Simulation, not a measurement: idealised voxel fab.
Documented hereafter: the process module known as voxel capacitor over wiring.
270 nm wide, 5 nm square cells: that's cross-section cut.
Cross-section format: a grid of square cells, given as bands from top to bottom; each band is one or more rows of cells. Top height, bottom height, nm. Materials left to right, width each, nm. Single material + "all across" = fills band edge to edge. "air" = empty. Below 0: as-received wafer, all one material; heights counted from there. Lowest band: no bottom, goes on down, written "0 -> down". Read "30 to 40" as a graded width: first number on top, second number at the bottom, same change between each pair of neighbouring rows. "nothing altered" (step): cross-section cells unchanged, all of them. "Enclosed empty spaces": empty spaces of 8 cells or more with no open way to the top, each given as width x height at distance, distance from the left edge, all in nm. On each step's line, the part that comes after the settings is the simulator's own comment on the step. "overlay nm" on a masked step: distance the mask lay right of its planned place, negative for left.
## This section lists the process steps that were planned
1 RECEIVE | material Si
2 CONFORMAL_DEP | material SiO2 | thk nm 15
3 DIRECTIONAL_DEP | material TiN | thk nm 5
4 DIRECTIONAL_DEP | material Ru | thk nm 25
5 DIRECTIONAL_DEP | material aC | thk nm 15
6 PATTERN | tone cover | mask id METAL_1 | material resist | width nm 20 | pitch nm 85 | thk nm 35 | overlay nm 0
7 DIRECTIONAL_ETCH | etch materials aC | depth nm 15
8 STRIP | etch materials resist
9 DIRECTIONAL_ETCH | etch materials Ru | depth nm 25
10 DIRECTIONAL_ETCH | etch materials TiN | depth nm 5
11 STRIP | etch materials aC
12 CONFORMAL_DEP | material SiCN | thk nm 5
13 FILL_DEP | material lowk | thk nm 5
14 CMP | height nm 45
15 CONFORMAL_DEP | material SiCN | thk nm 5
16 DIRECTIONAL_DEP | material SiO2 | thk nm 15
17 DIRECTIONAL_DEP | material aC | thk nm 10
18 PATTERN | tone open | mask id PLUG_1 | material resist | width nm 15 | thk nm 25 | overlay nm 0
19 DIRECTIONAL_ETCH | etch materials aC | depth nm 10
20 STRIP | etch materials resist
21 DIRECTIONAL_ETCH | etch materials SiO2 | depth nm 15
22 DIRECTIONAL_ETCH | etch materials SiCN | depth nm 5
23 STRIP | etch materials aC
24 CONFORMAL_DEP | material TiN | thk nm 5
25 FILL_DEP | material Ru | thk nm 10
26 CMP | height nm 65
27 DIRECTIONAL_DEP | material TiN | thk nm 5
28 DIRECTIONAL_DEP | material SiN | thk nm 5
29 DIRECTIONAL_DEP | material TiN | thk nm 5
30 MASKED_ETCH | tone cover | mask id UPPER_PLATE | width nm 70 | etch materials TiN | depth nm 5 | overlay nm 0
31 MASKED_ETCH | tone cover | mask id UPPER_PLATE | width nm 70 | etch materials SiN | depth nm 5 | overlay nm 0
32 PATTERN | tone cover | mask id LOWER_PLATE | material resist | width nm 80 | thk nm 15 | overlay nm 0
33 DIRECTIONAL_ETCH | etch materials TiN | depth nm 5
34 STRIP | etch materials resist
35 FILL_DEP | material SiO2 | thk nm 20
36 CMP | height nm 95
37 MASKED_ETCH | tone open | mask id PLUG_2 | width nm 15 | etch materials SiO2 | depth nm 15 | overlay nm 0
38 CONFORMAL_DEP | material TiN | thk nm 5
39 FILL_DEP | material Ru | thk nm 5
40 CMP | height nm 95
41 CONFORMAL_DEP | material SiN | thk nm 5
## Cross-sectional view of the wafer in its as-received condition, corresponding to the state after step 1
  0 -> down  Si all across
  Enclosed empty spaces: none
## Post-module cross-section: identical start and plan to those above, one misstep in execution
  100 -> 95  SiN all across
  95 -> 85  95 of SiO2, 5 of TiN, 5 of Ru, 5 of TiN, 160 of SiO2
  85 -> 75  95 to 85 of SiO2, 15 to 70 of TiN, 160 to 115 of SiO2
  75 -> 70  85 of SiO2, 70 of SiN, 115 of SiO2
  70 -> 65  80 of SiO2, 80 of TiN, 110 of SiO2
  65 -> 50  80 of SiO2, 5 of TiN, 15 of Ru, 5 of TiN, 165 of SiO2
  50 -> 45  80 of SiCN, 25 of TiN, 165 of SiCN
  45 -> 20  75 of lowk, 5 of SiCN, 20 of Ru, 5 of SiCN, 55 of lowk, 5 of SiCN, 20 of Ru, 5 of SiCN, 80 of lowk
  20 -> 15  80 of SiCN, 20 of TiN, 65 of SiCN, 20 of TiN, 85 of SiCN
  15 -> 0  SiO2 all across
  0 -> down  Si all across
  Enclosed empty spaces: none
It is concluded that the wafer was processed incorrectly with respect to the plan, in that step 18 deviated from plan and actually ran as PATTERN | tone open | mask id PLUG_1 | material resist | width nm 25 | thk nm 25 | overlay nm 0
